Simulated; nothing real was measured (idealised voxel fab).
Herein follows the process module entitled voxel transistor to metal.
Section shown: cut. Width: 205 nm. Cell size: 5 nm, square.
In this document a cross-section is written as a grid of square cells. It is given as a series of bands, listed from the top down, and a band is one or more rows of cells.
Within each band entry, the heights of the top and of the bottom of the band appear first, in that order and in nm; the materials of the band then follow from left to right, each with its corresponding width in nm. The designation "throughout" on a single material indicates that it fills the band from edge to edge; the designation "empty" indicates empty space.
Heights from 0 (as-received wafer is one material below). Bottom band endless downward, as "from 0 down".
Width: "30..40" (first number = top row, second number = bottom row, same change from row to row of cells).
"no alteration" means the step left every cell of the cross-section as it was.
Reported under the label "Closed void list" are the empty spaces having no open way to the top and comprising 8 cells or more; the notation for each is width x height at distance, in which the distance is measured from the left edge and all three values are in nm.
Anything after a step's settings on that line? It's the simulator's own note about the step.
overlay nm: on a step with a mask, how far right of its planned place the mask lay; negative means left.
Reading key. Pairs: pre-step and post-step cross-section, one process step apart; post-step view only to lowest changed band. Step between + settings: beneath pair. Runs: pairs may be from different runs of this module, same starting wafer. Continuation from pair above: only where "Preceding state" entry says.

Preceding state
  from 0 down: Si throughout
  Closed void list: none

Structure After Step
  from 0 to -5: SiO2 throughout
  Below -5 it's all the same as before, nothing changed down there.
  Closed void list: none
Before/after cross-sections above; step in between: OXIDIZE,depth nm 5

Preceding state: equal to the after panel directly above.

Structure After Step
  from 15 to 0: SiN throughout
  Below 0 it's all the same as before, nothing changed down there.
  Closed void list: none
Before/after cross-sections above; step in between: CONFORMAL_DEP,material SiN,thk nm 15

Preceding state: equal to the after panel directly above.

Structure After Step
  from 15 to 0: empty 45, then SiN 110, then empty 50
  Below 0 it's all the same as before, nothing changed down there.
  Closed void list: none
Before/after cross-sections above; step in between: MASKED_ETCH,tone cover,mask id ACTIVE,width nm 110,etch materials SiN,depth nm 15,overlay nm 0

Preceding state: equal to the after panel directly above.

Structure After Step
  from 15 to 0: empty 45, then SiN 110, then empty 50
  from 0 to -5: empty 45, then SiO2 110, then empty 50
  Below -5 it's all the same as before, nothing changed down there.
  Closed void list: none
Before/after cross-sections above; step in between: MASKED_ETCH,tone cover,mask id ACTIVE,width nm 110,etch materials SiO2,depth nm 5,overlay nm 0

Preceding state: equal to the after panel directly above.

Structure After Step
  from 15 to 0: empty 45, then SiN 110, then empty 50
  from 0 to -5: empty 45, then SiO2 110, then empty 50
  from -5 to -30: empty 45, then Si 110, then empty 50
  Below -30 it's all the same as before, nothing changed down there.
  Closed void list: none
Before/after cross-sections above; step in between: MASKED_ETCH,tone cover,mask id ACTIVE,width nm 110,etch materials Si,depth nm 25,overlay nm 0

Preceding state: equal to the after panel directly above.

Structure After Step
  from 25 to 15: SiO2 throughout
  from 15 to 0: SiO2 45, then SiN 110, then SiO2 50
  from 0 to -5: SiO2 throughout
  from -5 to -30: SiO2 45, then Si 110, then SiO2 50
  Below -30 it's all the same as before, nothing changed down there.
  Closed void list: none
Before/after cross-sections above; step in between: FILL_DEP,material SiO2,thk nm 10

Preceding state: equal to the after panel directly above.

Structure After Step
  from 15 to 0: SiO2 45, then SiN 110, then SiO2 50
  Below 0 it's all the same as before, nothing changed down there.
  Closed void list: none
Before/after cross-sections above; step in between: CMP,height nm 15

Preceding state: equal to the after panel directly above.

Structure After Step
  from 15 to 10: empty 45, then SiN 110, then empty 50
  Below 10 it's all the same as before, nothing changed down there.
  Closed void list: none
Before/after cross-sections above; step in between: SELECTIVE_ETCH,etch materials SiO2,depth nm 5

Preceding state: equal to the after panel directly above.

Structure After Step
  from 10 to 0: SiO2 45, then empty 110, then SiO2 50
  Below 0 it's all the same as before, nothing changed down there.
  Closed void list: none
Before/after cross-sections above; step in between: STRIP,etch materials SiN

Preceding state: equal to the after panel directly above.

Structure After Step
  from 5 to -5: SiO2 40, then empty 120, then SiO2 45
  Below -5 it's all the same as before, nothing changed down there.
  Closed void list: none
Before/after cross-sections above; step in between: SELECTIVE_ETCH,etch materials SiO2,depth nm 5

Preceding state: equal to the after panel directly above.

Structure After Step
  from 5 to -5: SiO2 40, then empty 120, then SiO2 45
  from -5 to -10: SiO2 throughout
  Below -10 it's all the same as before, nothing changed down there.
  Closed void list: none
Before/after cross-sections above; step in between: OXIDIZE,depth nm 5

Preceding state: equal to the after panel directly above.

Structure After Step
  from 30 to 20: polySi 40, then empty 120, then polySi 45
  from 20 to 5: polySi throughout
  from 5 to -5: SiO2 40, then polySi 120, then SiO2 45
  Below -5 it's all the same as before, nothing changed down there.
  Closed void list: none
Before/after cross-sections above; step in between: DIRECTIONAL_DEP,material polySi,thk nm 25

Preceding state: equal to the after panel directly above.

Structure After Step
  from 40 to 30: SiCN 40, then empty 120, then SiCN 45
  from 30 to 20: polySi 40, then SiCN 120, then polySi 45
  Below 20 it's all the same as before, nothing changed down there.
  Closed void list: none
Before/after cross-sections above; step in between: DIRECTIONAL_DEP,material SiCN,thk nm 10

Preceding state: equal to the after panel directly above.

Structure After Step
  from 60 to 40: empty 85, then resist 30, then empty 90
  from 40 to 30: SiCN 40, then empty 45, then resist 30, then empty 45, then SiCN 45
  Below 30 it's all the same as before, nothing changed down there.
  Closed void list: none
Before/after cross-sections above; step in between: PATTERN,tone cover,mask id GATE,material resist,width nm 30,thk nm 20,overlay nm 0

Preceding state: equal to the after panel directly above.

Structure After Step
  from 60 to 30: empty 85, then resist 30, then empty 90
  from 30 to 20: polySi 40, then empty 45, then SiCN 30, then empty 45, then polySi 45
  Below 20 it's all the same as before, nothing changed down there.
  Closed void list: none
Before/after cross-sections above; step in between: DIRECTIONAL_ETCH,etch materials SiCN,depth nm 20

Preceding state: equal to the after panel directly above.

Structure After Step
  from 60 to 30: empty 85, then resist 30, then empty 90
  from 30 to 20: empty 85, then SiCN 30, then empty 90
  from 20 to 5: empty 85, then polySi 30, then empty 90
  from 5 to -5: SiO2 40, then empty 45, then polySi 30, then empty 45, then SiO2 45
  Below -5 it's all the same as before, nothing changed down there.
  Closed void list: none
Before/after cross-sections above; step in between: DIRECTIONAL_ETCH,etch materials polySi,depth nm 35

Preceding state: equal to the after panel directly above.

Structure After Step
  from 30 to 20: empty 85, then SiCN 30, then empty 90
  Below 20 it's all the same as before, nothing changed down there.
  Closed void list: none
Before/after cross-sections above; step in between: STRIP,etch materials resist

Preceding state: equal to the after panel directly above.

Structure After Step
  from 35 to 30: empty 80, then SiO2 40, then empty 85
  from 30 to 20: empty 80, then SiO2 5, then SiCN 30, then SiO2 5, then empty 85
  from 20 to 10: empty 80, then SiO2 5, then polySi 30, then SiO2 5, then empty 85
  from 10 to 0: SiO2 45, then empty 35, then SiO2 5, then polySi 30, then SiO2 5, then empty 35, then SiO2 50
  from 0 to -5: SiO2 85, then polySi 30, then SiO2 90
  Below -5 it's all the same as before, nothing changed down there.
  Closed void list: none
Before/after cross-sections above; step in between: CONFORMAL_DEP,material SiO2,thk nm 5

Preceding state: equal to the after panel directly above.

Structure After Step
  from 30 to 20: empty 80, then SiO2 5, then SiCN 30, then SiO2 5, then empty 85
  from 20 to 5: empty 80, then SiO2 5, then polySi 30, then SiO2 5, then empty 85
  from 5 to -5: SiO2 45, then empty 35, then SiO2 5, then polySi 30, then SiO2 5, then empty 35, then SiO2 50
  Below -5 it's all the same as before, nothing changed down there.
  Closed void list: none
Before/after cross-sections above; step in between: DIRECTIONAL_ETCH,etch materials SiO2,depth nm 5

Preceding state: equal to the after panel directly above.

Structure After Step
  from 40 to 30: empty 70, then SiN 60, then empty 75
  from 30 to 20: empty 70, then SiN 10, then SiO2 5, then SiCN 30, then SiO2 5, then SiN 10, then empty 75
  from 20 to 15: empty 70, then SiN 10, then SiO2 5, then polySi 30, then SiO2 5, then SiN 10, then empty 75
  from 15 to 5: SiN 55, then empty 15, then SiN 10, then SiO2 5, then polySi 30, then SiO2 5, then SiN 10, then empty 15, then SiN 60
  from 5 to -5: SiO2 45, then SiN 35, then SiO2 5, then polySi 30, then SiO2 5, then SiN 35, then SiO2 50
  Below -5 it's all the same as before, nothing changed down there.
  Closed void list: none
Before/after cross-sections above; step in between: CONFORMAL_DEP,material SiN,thk nm 10

Preceding state: equal to the after panel directly above.

Structure After Step
  from 30 to 20: empty 70, then SiN 10, then SiO2 5, then SiCN 30, then SiO2 5, then SiN 10, then empty 75
  from 20 to 5: empty 70, then SiN 10, then SiO2 5, then polySi 30, then SiO2 5, then SiN 10, then empty 75
  from 5 to -5: SiO2 45, then SiN 10, then empty 15, then SiN 10, then SiO2 5, then polySi 30, then SiO2 5, then SiN 10, then empty 15, then SiN 10, then SiO2 50
  Below -5 it's all the same as before, nothing changed down there.
  Closed void list: none
Before/after cross-sections above; step in between: DIRECTIONAL_ETCH,etch materials SiN,depth nm 10

Preceding state: equal to the after panel directly above.

Structure After Step
  from 30 to 25: empty 70, then SiN 10, then empty 5, then SiCN 30, then empty 5, then SiN 10, then empty 75
  from 25 to 20: empty 70, then SiN 10, then SiO2 5, then SiCN 30, then SiO2 5, then SiN 10, then empty 75
  from 20 to 5: empty 70, then SiN 10, then SiO2 5, then polySi 30, then SiO2 5, then SiN 10, then empty 75
  from 5 to 0: empty 45, then SiN 10, then empty 15, then SiN 10, then SiO2 5, then polySi 30, then SiO2 5, then SiN 10, then empty 15, then SiN 10, then empty 50
  from 0 to -5: SiO2 45, then SiN 10, then empty 15, then SiN 10, then SiO2 5, then polySi 30, then SiO2 5, then SiN 10, then empty 15, then SiN 10, then SiO2 50
  from -5 to -10: SiO2 55, then empty 15, then SiO2 60, then empty 15, then SiO2 60
  Below -10 it's all the same as before, nothing changed down there.
  Closed void list: none
Before/after cross-sections above; step in between: DIRECTIONAL_ETCH,etch materials SiO2,depth nm 5

Preceding state: equal to the after panel directly above.

Structure After Step
  from 30 to 25: empty 70, then SiN 10, then empty 5, then SiCN 30, then empty 5, then SiN 10, then empty 75
  from 25 to 20: empty 70, then SiN 10, then SiO2 5, then SiCN 30, then SiO2 5, then SiN 10, then empty 75
  from 20 to 5: empty 70, then SiN 10, then SiO2 5, then polySi 30, then SiO2 5, then SiN 10, then empty 75
  from 5 to 0: empty 45, then SiN 10, then empty 15, then SiN 10, then SiO2 5, then polySi 30, then SiO2 5, then SiN 10, then empty 15, then SiN 10, then empty 50
  from 0 to -5: SiO2 45, then SiN 10, then empty 15, then SiN 10, then SiO2 5, then polySi 30, then SiO2 5, then SiN 10, then empty 15, then SiN 10, then SiO2 50
  from -5 to -10: SiO2 55, then empty 15, then SiO2 60, then empty 15, then SiO2 60
  from -10 to -15: SiO2 45, then Si 10, then empty 15, then Si 60, then empty 15, then Si 10, then SiO2 50
  Below -15 it's all the same as before, nothing changed down there.
  Closed void list: none
Before/after cross-sections above; step in between: DIRECTIONAL_ETCH,etch materials Si,depth nm 5

Preceding state: equal to the after panel directly above.

Structure After Step
  from 30 to 25: empty 70, then SiN 10, then empty 5, then SiCN 30, then empty 5, then SiN 10, then empty 75
  from 25 to 20: empty 70, then SiN 10, then SiO2 5, then SiCN 30, then SiO2 5, then SiN 10, then empty 75
  from 20 to 5: empty 70, then SiN 10, then SiO2 5, then polySi 30, then SiO2 5, then SiN 10, then empty 75
  from 5 to 0: empty 45, then SiN 10, then empty 15, then SiN 10, then SiO2 5, then polySi 30, then SiO2 5, then SiN 10, then empty 15, then SiN 10, then empty 50
  from 0 to -5: SiO2 45, then SiN 10, then empty 15, then SiN 10, then SiO2 5, then polySi 30, then SiO2 5, then SiN 10, then empty 15, then SiN 10, then SiO2 50
  from -5 to -10: SiO2 55, then nSi 5, then empty 5, then nSi 5, then SiO2 60, then nSi 5, then empty 5, then nSi 5, then SiO2 60
  from -10 to -15: SiO2 45, then Si 10, then nSi 15, then Si 60, then nSi 15, then Si 10, then SiO2 50
  Below -15 it's all the same as before, nothing changed down there.
  Closed void list: none
Before/after cross-sections above; step in between: EPI,material nSi,thk nm 5

Preceding state: equal to the after panel directly above.

Structure After Step
  from 35 to 30: SiO2 throughout
  from 30 to 20: SiO2 70, then SiN 10, then SiO2 5, then SiCN 30, then SiO2 5, then SiN 10, then SiO2 75
  from 20 to 5: SiO2 70, then SiN 10, then SiO2 5, then polySi 30, then SiO2 5, then SiN 10, then SiO2 75
  from 5 to -5: SiO2 45, then SiN 10, then SiO2 15, then SiN 10, then SiO2 5, then polySi 30, then SiO2 5, then SiN 10, then SiO2 15, then SiN 10, then SiO2 50
  from -5 to -10: SiO2 55, then nSi 5, then SiO2 5, then nSi 5, then SiO2 60, then nSi 5, then SiO2 5, then nSi 5, then SiO2 60
  Below -10 it's all the same as before, nothing changed down there.
  Closed void list: none
Before/after cross-sections above; step in between: FILL_DEP,material SiO2,thk nm 5

Preceding state: equal to the after panel directly above.

Structure After Step
  from 20 to 5: SiO2 70, then SiN 10, then SiO2 5, then polySi 30, then SiO2 5, then SiN 10, then SiO2 75
  Below 5 it's all the same as before, nothing changed down there.
  Closed void list: none
Before/after cross-sections above; step in between: CMP,height nm 20

Preceding state: equal to the after panel directly above.

Structure After Step
  from 20 to 5: SiO2 70, then SiN 10, then SiO2 5, then empty 30, then SiO2 5, then SiN 10, then SiO2 75
  from 5 to -5: SiO2 45, then SiN 10, then SiO2 15, then SiN 10, then SiO2 5, then empty 30, then SiO2 5, then SiN 10, then SiO2 15, then SiN 10, then SiO2 50
  Below -5 it's all the same as before, nothing changed down there.
  Closed void list: none
Before/after cross-sections above; step in between: STRIP,etch materials polySi

Preceding state: equal to the after panel directly above.

Structure After Step
  from 20 to 15: empty 70, then SiN 10, then empty 40, then SiN 10, then empty 75
  from 15 to 5: SiO2 70, then SiN 10, then empty 40, then SiN 10, then SiO2 75
  from 5 to -5: SiO2 45, then SiN 10, then SiO2 15, then SiN 10, then empty 40, then SiN 10, then SiO2 15, then SiN 10, then SiO2 50
  from -5 to -10: SiO2 55, then nSi 5, then SiO2 5, then nSi 5, then SiO2 10, then empty 40, then SiO2 10, then nSi 5, then SiO2 5, then nSi 5, then SiO2 60
  Below -10 it's all the same as before, nothing changed down there.
  Closed void list: none
Before/after cross-sections above; step in between: SELECTIVE_ETCH,etch materials SiO2,depth nm 5

Preceding state: equal to the after panel directly above.

Structure After Step
  from 25 to 20: empty 65, then HfO2 20, then empty 30, then HfO2 20, then empty 70
  from 20 to 15: HfO2 70, then SiN 10, then HfO2 5, then empty 30, then HfO2 5, then SiN 10, then HfO2 75
  from 15 to 5: SiO2 70, then SiN 10, then HfO2 5, then empty 30, then HfO2 5, then SiN 10, then SiO2 75
  from 5 to -5: SiO2 45, then SiN 10, then SiO2 15, then SiN 10, then HfO2 5, then empty 30, then HfO2 5, then SiN 10, then SiO2 15, then SiN 10, then SiO2 50
  from -5 to -10: SiO2 55, then nSi 5, then SiO2 5, then nSi 5, then SiO2 10, then HfO2 40, then SiO2 10, then nSi 5, then SiO2 5, then nSi 5, then SiO2 60
  Below -10 it's all the same as before, nothing changed down there.
  Closed void list: none
Before/after cross-sections above; step in between: CONFORMAL_DEP,material HfO2,thk nm 5

Preceding state: equal to the after panel directly above.

Structure After Step
  from 30 to 25: empty 60, then TiN 30, then empty 20, then TiN 30, then empty 65
  from 25 to 20: TiN 65, then HfO2 20, then TiN 5, then empty 20, then TiN 5, then HfO2 20, then TiN 70
  from 20 to 15: HfO2 70, then SiN 10, then HfO2 5, then TiN 5, then empty 20, then TiN 5, then HfO2 5, then SiN 10, then HfO2 75
  from 15 to 5: SiO2 70, then SiN 10, then HfO2 5, then TiN 5, then empty 20, then TiN 5, then HfO2 5, then SiN 10, then SiO2 75
  from 5 to 0: SiO2 45, then SiN 10, then SiO2 15, then SiN 10, then HfO2 5, then TiN 5, then empty 20, then TiN 5, then HfO2 5, then SiN 10, then SiO2 15, then SiN 10, then SiO2 50
  from 0 to -5: SiO2 45, then SiN 10, then SiO2 15, then SiN 10, then HfO2 5, then TiN 30, then HfO2 5, then SiN 10, then SiO2 15, then SiN 10, then SiO2 50
  Below -5 it's all the same as before, nothing changed down there.
  Closed void list: none
Before/after cross-sections above; step in between: CONFORMAL_DEP,material TiN,thk nm 5

Preceding state: equal to the after panel directly above.

Structure After Step
  from 35 to 30: W throughout
  from 30 to 25: W 60, then TiN 30, then W 20, then TiN 30, then W 65
  from 25 to 20: TiN 65, then HfO2 20, then TiN 5, then W 20, then TiN 5, then HfO2 20, then TiN 70
  from 20 to 15: HfO2 70, then SiN 10, then HfO2 5, then TiN 5, then W 20, then TiN 5, then HfO2 5, then SiN 10, then HfO2 75
  from 15 to 5: SiO2 70, then SiN 10, then HfO2 5, then TiN 5, then W 20, then TiN 5, then HfO2 5, then SiN 10, then SiO2 75
  from 5 to 0: SiO2 45, then SiN 10, then SiO2 15, then SiN 10, then HfO2 5, then TiN 5, then W 20, then TiN 5, then HfO2 5, then SiN 10, then SiO2 15, then SiN 10, then SiO2 50
  Below 0 it's all the same as before, nothing changed down there.
  Closed void list: none
Before/after cross-sections above; step in between: FILL_DEP,material W,thk nm 5

Preceding state: equal to the after panel directly above.

Structure After Step
  from 15 to 5: SiO2 70, then SiN 10, then HfO2 5, then TiN 5, then W 20, then TiN 5, then HfO2 5, then SiN 10, then SiO2 75
  Below 5 it's all the same as before, nothing changed down there.
  Closed void list: none
Before/after cross-sections above; step in between: CMP,height nm 15

Preceding state: equal to the after panel directly above.

Structure After Step
  from 30 to 15: SiO2 throughout
  Below 15 it's all the same as before, nothing changed down there.
  Closed void list: none
Before/after cross-sections above; step in between: DIRECTIONAL_DEP,material SiO2,thk nm 15

Preceding state: equal to the after panel directly above.

Structure After Step
  from 30 to 15: SiO2 50, then empty 20, then SiO2 60, then empty 20, then SiO2 55
  from 15 to 5: SiO2 50, then empty 20, then SiN 10, then HfO2 5, then TiN 5, then W 20, then TiN 5, then HfO2 5, then SiN 10, then empty 20, then SiO2 55
  from 5 to 0: SiO2 45, then SiN 10, then empty 15, then SiN 10, then HfO2 5, then TiN 5, then W 20, then TiN 5, then HfO2 5, then SiN 10, then empty 15, then SiN 10, then SiO2 50
  from 0 to -5: SiO2 45, then SiN 10, then empty 15, then SiN 10, then HfO2 5, then TiN 30, then HfO2 5, then SiN 10, then empty 15, then SiN 10, then SiO2 50
  from -5 to -10: SiO2 55, then nSi 5, then empty 5, then nSi 5, then SiO2 10, then HfO2 40, then SiO2 10, then nSi 5, then empty 5, then nSi 5, then SiO2 60
  Below -10 it's all the same as before, nothing changed down there.
  Closed void list: none
Before/after cross-sections above; step in between: MASKED_ETCH,tone open,mask id CONTACT,width nm 20,pitch nm 80,etch materials SiO2,depth nm 40,overlay nm 0

Preceding state: equal to the after panel directly above.

Structure After Step
  from 35 to 30: TiN 55, then empty 10, then TiN 70, then empty 10, then TiN 60
  from 30 to 15: SiO2 50, then TiN 5, then empty 10, then TiN 5, then SiO2 60, then TiN 5, then empty 10, then TiN 5, then SiO2 55
  from 15 to 5: SiO2 50, then TiN 5..10, then empty 10..5, then TiN 5, then SiN 10, then HfO2 5, then TiN 5, then W 20, then TiN 5, then HfO2 5, then SiN 10, then TiN 5, then empty 10..5, then TiN 5..10, then SiO2 55
  from 5 to 0: SiO2 45, then SiN 10, then TiN 5, then empty 5, then TiN 5, then SiN 10, then HfO2 5, then TiN 5, then W 20, then TiN 5, then HfO2 5, then SiN 10, then TiN 5, then empty 5, then TiN 5, then SiN 10, then SiO2 50
  from 0 to -5: SiO2 45, then SiN 10, then TiN 15, then SiN 10, then HfO2 5, then TiN 30, then HfO2 5, then SiN 10, then TiN 15, then SiN 10, then SiO2 50
  from -5 to -10: SiO2 55, then nSi 5, then TiN 5, then nSi 5, then SiO2 10, then HfO2 40, then SiO2 10, then nSi 5, then TiN 5, then nSi 5, then SiO2 60
  Below -10 it's all the same as before, nothing changed down there.
  Closed void list: none
Before/after cross-sections above; step in between: CONFORMAL_DEP,material TiN,thk nm 5

Preceding state: equal to the after panel directly above.

Structure After Step
  from 40 to 35: W throughout
  from 35 to 30: TiN 55, then W 10, then TiN 70, then W 10, then TiN 60
  from 30 to 15: SiO2 50, then TiN 5, then W 10, then TiN 5, then SiO2 60, then TiN 5, then W 10, then TiN 5, then SiO2 55
  from 15 to 5: SiO2 50, then TiN 5..10, then W 10..5, then TiN 5, then SiN 10, then HfO2 5, then TiN 5, then W 20, then TiN 5, then HfO2 5, then SiN 10, then TiN 5, then W 10..5, then TiN 5..10, then SiO2 55
  from 5 to 0: SiO2 45, then SiN 10, then TiN 5, then W 5, then TiN 5, then SiN 10, then HfO2 5, then TiN 5, then W 20, then TiN 5, then HfO2 5, then SiN 10, then TiN 5, then W 5, then TiN 5, then SiN 10, then SiO2 50
  Below 0 it's all the same as before, nothing changed down there.
  Closed void list: none
Before/after cross-sections above; step in between: FILL_DEP,material W,thk nm 5

Preceding state: equal to the after panel directly above.

Structure After Step
  from 30 to 15: SiO2 50, then TiN 5, then W 10, then TiN 5, then SiO2 60, then TiN 5, then W 10, then TiN 5, then SiO2 55
  Below 15 it's all the same as before, nothing changed down there.
  Closed void list: none
Before/after cross-sections above; step in between: CMP,height nm 30

Preceding state: equal to the after panel directly above.

Structure After Step
  from 35 to 30: TiN throughout
  Below 30 it's all the same as before, nothing changed down there.
  Closed void list: none
Before/after cross-sections above; step in between: DIRECTIONAL_DEP,material TiN,thk nm 5

Preceding state: equal to the after panel directly above.

Structure After Step
  from 50 to 35: Ru throughout
  Below 35 it's all the same as before, nothing changed down there.
  Closed void list: none
Before/after cross-sections above; step in between: DIRECTIONAL_DEP,material Ru,thk nm 15

Preceding state: equal to the after panel directly above.

Structure After Step
  from 65 to 50: empty 50, then resist 20, then empty 60, then resist 20, then empty 55
  Below 50 it's all the same as before, nothing changed down there.
  Closed void list: none
Before/after cross-sections above; step in between: PATTERN,tone cover,mask id METAL_1,material resist,width nm 20,pitch nm 80,thk nm 15,overlay nm 0

Preceding state: equal to the after panel directly above.

Structure After Step
  from 65 to 50: empty 50, then resist 20, then empty 60, then resist 20, then empty 55
  from 50 to 35: empty 50, then Ru 20, then empty 60, then Ru 20, then empty 55
  Below 35 it's all the same as before, nothing changed down there.
  Closed void list: none
Before/after cross-sections above; step in between: DIRECTIONAL_ETCH,etch materials Ru,depth nm 15

Preceding state: equal to the after panel directly above.

Structure After Step
  from 65 to 50: empty 50, then resist 20, then empty 60, then resist 20, then empty 55
  from 50 to 35: empty 50, then Ru 20, then empty 60, then Ru 20, then empty 55
  from 35 to 30: empty 50, then TiN 20, then empty 60, then TiN 20, then empty 55
  Below 30 it's all the same as before, nothing changed down there.
  Closed void list: none
Before/after cross-sections above; step in between: DIRECTIONAL_ETCH,etch materials TiN,depth nm 5

Preceding state: equal to the after panel directly above.

Structure After Step
  from 50 to 35: empty 50, then Ru 20, then empty 60, then Ru 20, then empty 55
  Below 35 it's all the same as before, nothing changed down there.
  Closed void list: none
Before/after cross-sections above; step in between: STRIP,etch materials resist

Preceding state: equal to the after panel directly above.

Structure After Step
  from 55 to 50: empty 45, then SiCN 30, then empty 50, then SiCN 30, then empty 50
  from 50 to 35: empty 45, then SiCN 5, then Ru 20, then SiCN 5, then empty 50, then SiCN 5, then Ru 20, then SiCN 5, then empty 50
  from 35 to 30: SiCN 50, then TiN 20, then SiCN 60, then TiN 20, then SiCN 55
  Below 30 it's all the same as before, nothing changed down there.
  Closed void list: none
Before/after cross-sections above; step in between: CONFORMAL_DEP,material SiCN,thk nm 5

Preceding state: equal to the after panel directly above.

Structure After Step
  from 65 to 55: SiO2 throughout
  from 55 to 50: SiO2 45, then SiCN 30, then SiO2 50, then SiCN 30, then SiO2 50
  from 50 to 35: SiO2 45, then SiCN 5, then Ru 20, then SiCN 5, then SiO2 50, then SiCN 5, then Ru 20, then SiCN 5, then SiO2 50
  Below 35 it's all the same as before, nothing changed down there.
  Closed void list: none
Before/after cross-sections above; step in between: FILL_DEP,material SiO2,thk nm 10

Preceding state: equal to the after panel directly above.

Structure After Step
  from 50 to 35: SiO2 45, then SiCN 5, then Ru 20, then SiCN 5, then SiO2 50, then SiCN 5, then Ru 20, then SiCN 5, then SiO2 50
  Below 35 it's all the same as before, nothing changed down there.
  Closed void list: none
Before/after cross-sections above; step in between: CMP,height nm 50

Preceding state: equal to the after panel directly above.

Structure After Step
  from 55 to 50: SiN throughout
  Below 50 it's all the same as before, nothing changed down there.
  Closed void list: none
Before/after cross-sections above; step in between: CONFORMAL_DEP,material SiN,thk nm 5

Preceding state
  from 30 to 20: empty 80, then SiO2 5, then SiCN 30, then SiO2 5, then empty 85
  from 20 to 5: empty 80, then SiO2 5, then polySi 30, then SiO2 5, then empty 85
  from 5 to -5: SiO2 45, then empty 35, then SiO2 5, then polySi 30, then SiO2 5, then empty 35, then SiO2 50
  from -5 to -10: SiO2 throughout
  from -10 to -30: SiO2 45, then Si 110, then SiO2 50
  from -30 down: Si throughout
  Closed void list: none

Structure After Step
  from 30 to 25: empty 85, then SiCN 30, then empty 90
  from 25 to 20: empty 80, then SiO2 5, then SiCN 30, then SiO2 5, then empty 85
  from 20 to 0: empty 80, then SiO2 5, then polySi 30, then SiO2 5, then empty 85
  from 0 to -5: SiO2 45, then empty 35, then SiO2 5, then polySi 30, then SiO2 5, then empty 35, then SiO2 50
  from -5 to -10: SiO2 45, then empty 35, then SiO2 40, then empty 35, then SiO2 50
  Below -10 it's all the same as before, nothing changed down there.
  Closed void list: none
Before/after cross-sections above; step in between: DIRECTIONAL_ETCH,etch materials SiO2,depth nm 5

Preceding state: equal to the after panel directly above.

Structure After Step
  from 30 to 25: empty 85, then SiCN 30, then empty 90
  from 25 to 20: empty 80, then SiO2 5, then SiCN 30, then SiO2 5, then empty 85
  from 20 to 0: empty 80, then SiO2 5, then polySi 30, then SiO2 5, then empty 85
  from 0 to -5: SiO2 45, then empty 35, then SiO2 5, then polySi 30, then SiO2 5, then empty 35, then SiO2 50
  from -5 to -10: SiO2 45, then empty 35, then SiO2 40, then empty 35, then SiO2 50
  from -10 to -15: SiO2 45, then empty 35, then Si 40, then empty 35, then SiO2 50
  Below -15 it's all the same as before, nothing changed down there.
  Closed void list: none
Before/after cross-sections above; step in between: DIRECTIONAL_ETCH,etch materials Si,depth nm 5

Preceding state: equal to the after panel directly above.

Structure After Step
  from 30 to 25: empty 85, then SiCN 30, then empty 90
  from 25 to 20: empty 80, then SiO2 5, then SiCN 30, then SiO2 5, then empty 85
  from 20 to 0: empty 80, then SiO2 5, then polySi 30, then SiO2 5, then empty 85
  from 0 to -5: SiO2 45, then empty 35, then SiO2 5, then polySi 30, then SiO2 5, then empty 35, then SiO2 50
  from -5 to -10: SiO2 45, then empty 30, then nSi 5, then SiO2 40, then nSi 5, then empty 30, then SiO2 50
  from -10 to -15: SiO2 45, then nSi 35, then Si 40, then nSi 35, then SiO2 50
  Below -15 it's all the same as before, nothing changed down there.
  Closed void list: none
Before/after cross-sections above; step in between: EPI,material nSi,thk nm 5

Preceding state: equal to the after panel directly above.

Structure After Step
  from 35 to 30: SiO2 throughout
  from 30 to 20: SiO2 85, then SiCN 30, then SiO2 90
  from 20 to -5: SiO2 85, then polySi 30, then SiO2 90
  from -5 to -10: SiO2 75, then nSi 5, then SiO2 40, then nSi 5, then SiO2 80
  Below -10 it's all the same as before, nothing changed down there.
  Closed void list: none
Before/after cross-sections above; step in between: FILL_DEP,material SiO2,thk nm 5

Preceding state: equal to the after panel directly above.

Structure After Step
  from 20 to -5: SiO2 85, then polySi 30, then SiO2 90
  Below -5 it's all the same as before, nothing changed down there.
  Closed void list: none
Before/after cross-sections above; step in between: CMP,height nm 20

Preceding state: equal to the after panel directly above.

Structure After Step
  from 20 to -5: SiO2 85, then empty 30, then SiO2 90
  Below -5 it's all the same as before, nothing changed down there.
  Closed void list: none
Before/after cross-sections above; step in between: STRIP,etch materials polySi

Preceding state: equal to the after panel directly above.

Structure After Step
  from 15 to -5: SiO2 80, then empty 40, then SiO2 85
  from -5 to -10: SiO2 75, then nSi 5, then empty 40, then nSi 5, then SiO2 80
  Below -10 it's all the same as before, nothing changed down there.
  Closed void list: none
Before/after cross-sections above; step in between: SELECTIVE_ETCH,etch materials SiO2,depth nm 5

Preceding state: equal to the after panel directly above.

Structure After Step
  from 20 to 15: HfO2 85, then empty 30, then HfO2 90
  from 15 to -5: SiO2 80, then HfO2 5, then empty 30, then HfO2 5, then SiO2 85
  from -5 to -10: SiO2 75, then nSi 5, then HfO2 40, then nSi 5, then SiO2 80
  Below -10 it's all the same as before, nothing changed down there.
  Closed void list: none
Before/after cross-sections above; step in between: CONFORMAL_DEP,material HfO2,thk nm 5

Preceding state: equal to the after panel directly above.

Structure After Step
  from 25 to 20: TiN 90, then empty 20, then TiN 95
  from 20 to 15: HfO2 85, then TiN 5, then empty 20, then TiN 5, then HfO2 90
  from 15 to 0: SiO2 80, then HfO2 5, then TiN 5, then empty 20, then TiN 5, then HfO2 5, then SiO2 85
  from 0 to -5: SiO2 80, then HfO2 5, then TiN 30, then HfO2 5, then SiO2 85
  Below -5 it's all the same as before, nothing changed down there.
  Closed void list: none
Before/after cross-sections above; step in between: CONFORMAL_DEP,material TiN,thk nm 5

Preceding state: equal to the after panel directly above.

Structure After Step
  from 30 to 25: W throughout
  from 25 to 20: TiN 90, then W 20, then TiN 95
  from 20 to 15: HfO2 85, then TiN 5, then W 20, then TiN 5, then HfO2 90
  from 15 to 0: SiO2 80, then HfO2 5, then TiN 5, then W 20, then TiN 5, then HfO2 5, then SiO2 85
  Below 0 it's all the same as before, nothing changed down there.
  Closed void list: none
Before/after cross-sections above; step in between: FILL_DEP,material W,thk nm 5

Preceding state: equal to the after panel directly above.

Structure After Step
  from 15 to 0: SiO2 80, then HfO2 5, then TiN 5, then W 20, then TiN 5, then HfO2 5, then SiO2 85
  Below 0 it's all the same as before, nothing changed down there.
  Closed void list: none
Before/after cross-sections above; step in between: CMP,height nm 15

Preceding state: equal to the after panel directly above.

Structure After Step
  from 30 to 15: SiO2 throughout
  Below 15 it's all the same as before, nothing changed down there.
  Closed void list: none
Before/after cross-sections above; step in between: DIRECTIONAL_DEP,material SiO2,thk nm 15
